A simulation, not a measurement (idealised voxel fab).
Proc. module: voxel self aligned vias
Each square cell in cross-section cut measures 5 nm, and the section as a whole is 235 nm wide.
Cross-section = grid of square cells, listed top down in bands; band = one or more rows.
The entry gives the band's vertical extent as a top height and a bottom height in nm, then its horizontal make-up as materials from left to right, each with a width in nm. "empty" stands for empty space; a single material marked "all across" fills the band edge to edge.
The reference from which all heights are counted is 0, the level beneath which the as-received wafer is entirely one material; the lowest band, having no lower bound, proceeds downward and is written after the example "from 0 down".
The two numbers in a width such as "30..40" mark its ends across the band: the first belongs to the top row of cells, the second to the bottom row, and from each row to the next the width moves by the same amount.
"nothing altered", as given for a step, is the statement that not any cell of the cross-section underwent a change during that step.
Closed-off voids of 8+ cells (no open route to the top) go in "Sealed internal cavities", written width x height at distance from the left edge, in nm.
Whatever follows a step's settings on its line is a remark the simulator itself makes about that step.
The optional step-line setting "overlay nm" applies to steps with a mask and quantifies how far to the right of its planned location the mask lay, a negative value indicating leftward placement.

[Listed below are the process steps as planned]
| 1 | op RECEIVE | material Si |
| 2 | op CONFORMAL_DEP | material SiO2 | thk nm 10 |
| 3 | op CONFORMAL_DEP | material SiCN | thk nm 5 |
| 4 | op DIRECTIONAL_DEP | material lowk | thk nm 30 |
| 5 | op DIRECTIONAL_DEP | material aC | thk nm 10 |
| 6 | op PATTERN | tone open | mask id LINES | material resist | width nm 20 | pitch nm 55 | thk nm 30 | overlay nm 0 |
| 7 | op DIRECTIONAL_ETCH | etch materials aC | depth nm 10 |
| 8 | op STRIP | etch materials resist |
| 9 | op DIRECTIONAL_ETCH | etch materials lowk | depth nm 30 |
| 10 | op STRIP | etch materials aC |
| 11 | op CONFORMAL_DEP | material TiN | thk nm 5 |
| 12 | op FILL_DEP | material Ru | thk nm 10 |
| 13 | op CMP | height nm 45 |
| 14 | op SELECTIVE_ETCH | etch materials W Ru TiN | depth nm 10 |
| 15 | op FILL_DEP | material SiN | thk nm 10 |
| 16 | op CMP | height nm 45 |
| 17 | op DIRECTIONAL_DEP | material lowk | thk nm 15 |
| 18 | op PATTERN | tone open | mask id VIAS | material resist | width nm 30 | pitch nm 110 | thk nm 15 | overlay nm 0 |
| 19 | op DIRECTIONAL_ETCH | etch materials lowk | depth nm 15 |
| 20 | op DIRECTIONAL_ETCH | etch materials SiN | depth nm 10 |
| 21 | op STRIP | etch materials resist |
| 22 | op CONFORMAL_DEP | material TiN | thk nm 5 |
| 23 | op FILL_DEP | material Cu | thk nm 5 |
| 24 | op CMP | height nm 60 |
| 25 | op CONFORMAL_DEP | material SiN | thk nm 5 |

[Cross-section of the wafer at receipt, which is the condition after step 1]
- from 0 down: Si all across
- Sealed internal cavities: none

[Looking at the first of two wafers in cross-section at end of module - ran to plan]
- from 65 to 60: SiN all across
- from 60 to 50: lowk (45) | TiN (5) | Cu (20) | TiN (5) | lowk (80) | TiN (5) | Cu (20) | TiN (5) | lowk (50)
- from 50 to 45: lowk (45) | TiN (10) | Cu (10) | TiN (10) | lowk (80) | TiN (10) | Cu (10) | TiN (10) | lowk (50)
- from 45 to 40: lowk (50) | TiN (5) | Cu (10) | TiN (5) | lowk (35) | SiN (20) | lowk (35) | TiN (5) | Cu (10) | TiN (5) | lowk (55)
- from 40 to 35: lowk (50) | TiN (20) | lowk (35) | SiN (20) | lowk (35) | TiN (20) | lowk (55)
- from 35 to 20: lowk (50) | TiN (5) | Ru (10) | TiN (5) | lowk (35) | TiN (5) | Ru (10) | TiN (5) | lowk (35) | TiN (5) | Ru (10) | TiN (5) | lowk (55)
- from 20 to 15: lowk (50) | TiN (20) | lowk (35) | TiN (20) | lowk (35) | TiN (20) | lowk (55)
- from 15 to 10: SiCN all across
- from 10 to 0: SiO2 all across
- from 0 down: Si all across
- Sealed internal cavities: none

[Cross-sectional image of the second wafer of the two following completion of the module. Starting state and process plan were the same as for the first wafer; one execution error occurred]
- from 65 to 60: SiN all across
- from 60 to 45: lowk (45) | TiN (5) | Cu (20) | TiN (5) | lowk (80) | TiN (5) | Cu (20) | TiN (5) | lowk (50)
- from 45 to 40: lowk (45) | TiN (5) | Cu (20) | TiN (5) | lowk (30) | SiN (20) | lowk (30) | TiN (5) | Cu (20) | TiN (5) | lowk (50)
- from 40 to 35: lowk (45) | TiN (30) | lowk (30) | SiN (20) | lowk (30) | TiN (30) | lowk (50)
- from 35 to 30: lowk (45) | TiN (10) | Ru (10) | TiN (10) | lowk (30) | TiN (5) | Ru (10) | TiN (5) | lowk (30) | TiN (10) | Ru (10) | TiN (10) | lowk (50)
- from 30 to 20: lowk (50) | TiN (5) | Ru (10) | TiN (5) | lowk (35) | TiN (5) | Ru (10) | TiN (5) | lowk (35) | TiN (5) | Ru (10) | TiN (5) | lowk (55)
- from 20 to 15: lowk (50) | TiN (20) | lowk (35) | TiN (20) | lowk (35) | TiN (20) | lowk (55)
- from 15 to 10: SiCN all across
- from 10 to 0: SiO2 all across
- from 0 down: Si all across
- Sealed internal cavities: none
Finding, execution versus plan: step 19 from the plan got run twice
End check, counted in cells, second wafer has more or fewer of these materials than the first: Cu: 8 more, TiN: 4 more, lowk: 12 fewer
